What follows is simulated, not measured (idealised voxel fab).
The name of this process module is voxel capacitor over wiring.
Section shown: cut. Width: 240 nm. Cell size: 5 nm, square.
For the purposes of this document, a cross-section shall be understood as a grid of square cells, specified as bands listed in top-to-bottom order, each band consisting of one or more rows of cells.
First you get the band's top height and its bottom height, in nm, and then the materials it's made of, left to right, with each width in nm. If you see a single material with "edge to edge", that one covers the band edge to edge. "air" is empty space.
For the purposes of this specification, 0 denotes the height below which the wafer in its as-received condition is composed wholly of one material, and the lowermost band, lacking a lower limit, extends downward without end, as expressed in "from 0 down".
A width such as "30 to 40" changes by the same amount from each row of cells to the next, from the band's top row to its bottom row.
Any step labelled "everything unchanged" changed none of the cells in the cross-section.
Reported under the label "Closed internal voids" are the empty spaces having no open way to the top and comprising 8 cells or more; the notation for each is width x height at distance, in which the distance is measured from the left edge and all three values are in nm.
Note: text after step settings on the step line = simulator remark on that step.
What "overlay nm" on a step's line means: if the step has a mask, that mask lay this far to the right of its planned place, or, when the value is negative, to the left.
Process steps - plan
1: RECEIVE, material Si
2: CONFORMAL_DEP, material SiO2, thk nm 15
3: DIRECTIONAL_DEP, material TiN, thk nm 5
4: DIRECTIONAL_DEP, material W, thk nm 25
5: PATTERN, tone cover, mask id METAL_1, material resist, width nm 25, pitch nm 90, thk nm 20, overlay nm 0
6: DIRECTIONAL_ETCH, etch materials W, depth nm 25
7: DIRECTIONAL_ETCH, etch materials TiN, depth nm 5
8: STRIP, etch materials resist
9: CONFORMAL_DEP, material SiN, thk nm 5
10: FILL_DEP, material lowk, thk nm 5
11: CMP, height nm 45
12: CONFORMAL_DEP, material SiCN, thk nm 5
13: DIRECTIONAL_DEP, material SiO2, thk nm 15
14: DIRECTIONAL_DEP, material aC, thk nm 15
15: PATTERN, tone open, mask id PLUG_1, material resist, width nm 15, thk nm 30, overlay nm 0
16: DIRECTIONAL_ETCH, etch materials aC, depth nm 15
17: STRIP, etch materials resist
18: DIRECTIONAL_ETCH, etch materials SiO2, depth nm 15
19: DIRECTIONAL_ETCH, etch materials SiCN, depth nm 5
20: STRIP, etch materials aC
21: CONFORMAL_DEP, material TiN, thk nm 5
22: FILL_DEP, material Ru, thk nm 10
23: CMP, height nm 65
24: DIRECTIONAL_DEP, material TiN, thk nm 5
25: DIRECTIONAL_DEP, material Al2O3, thk nm 5
26: DIRECTIONAL_DEP, material TiN, thk nm 5
27: DIRECTIONAL_DEP, material aC, thk nm 10
28: PATTERN, tone cover, mask id UPPER_PLATE, material resist, width nm 70, thk nm 25, overlay nm 0
29: DIRECTIONAL_ETCH, etch materials aC, depth nm 10
30: STRIP, etch materials resist
31: DIRECTIONAL_ETCH, etch materials TiN, depth nm 5
32: DIRECTIONAL_ETCH, etch materials Al2O3, depth nm 5
33: STRIP, etch materials aC
34: PATTERN, tone cover, mask id LOWER_PLATE, material resist, width nm 80, thk nm 15, overlay nm 0
35: DIRECTIONAL_ETCH, etch materials TiN, depth nm 5
36: STRIP, etch materials resist
37: FILL_DEP, material SiO2, thk nm 15
38: CMP, height nm 90
39: PATTERN, tone open, mask id PLUG_2, material resist, width nm 15, thk nm 15, overlay nm 0
40: DIRECTIONAL_ETCH, etch materials SiO2, depth nm 10
41: STRIP, etch materials resist
42: CONFORMAL_DEP, material TiN, thk nm 5
43: FILL_DEP, material Ru, thk nm 5
44: CMP, height nm 90
45: CONFORMAL_DEP, material SiN, thk nm 5
Cross-sectional view of the wafer in its as-received condition, corresponding to the state after step 1
  from 0 down = Si edge to edge
  Closed internal voids: none
Module complete, cross-section. Starting point and plan per above. One mistake made in running the module
  from 95 to 90 = SiN edge to edge
  from 90 to 85 = SiO2 (80) / TiN (15) / SiO2 (145)
  from 85 to 80 = Al2O3 edge to edge
  from 80 to 75 = TiN edge to edge
  from 75 to 70 = Al2O3 edge to edge
  from 70 to 65 = TiN edge to edge
  from 65 to 50 = SiO2 (70) / TiN (5) / Ru (5) / TiN (5) / SiO2 (155)
  from 50 to 45 = SiCN (70) / TiN (15) / SiCN (155)
  from 45 to 20 = lowk (55) / SiN (5) / W (25) / SiN (5) / lowk (55) / SiN (5) / W (25) / SiN (5) / lowk (60)
  from 20 to 15 = SiN (60) / TiN (25) / SiN (65) / TiN (25) / SiN (65)
  from 15 to 0 = SiO2 edge to edge
  from 0 down = Si edge to edge
  Closed internal voids: none
Error vs. plan: step 27 ran with different settings than intended, the actual operation and settings being DIRECTIONAL_DEP, material Al2O3, thk nm 10
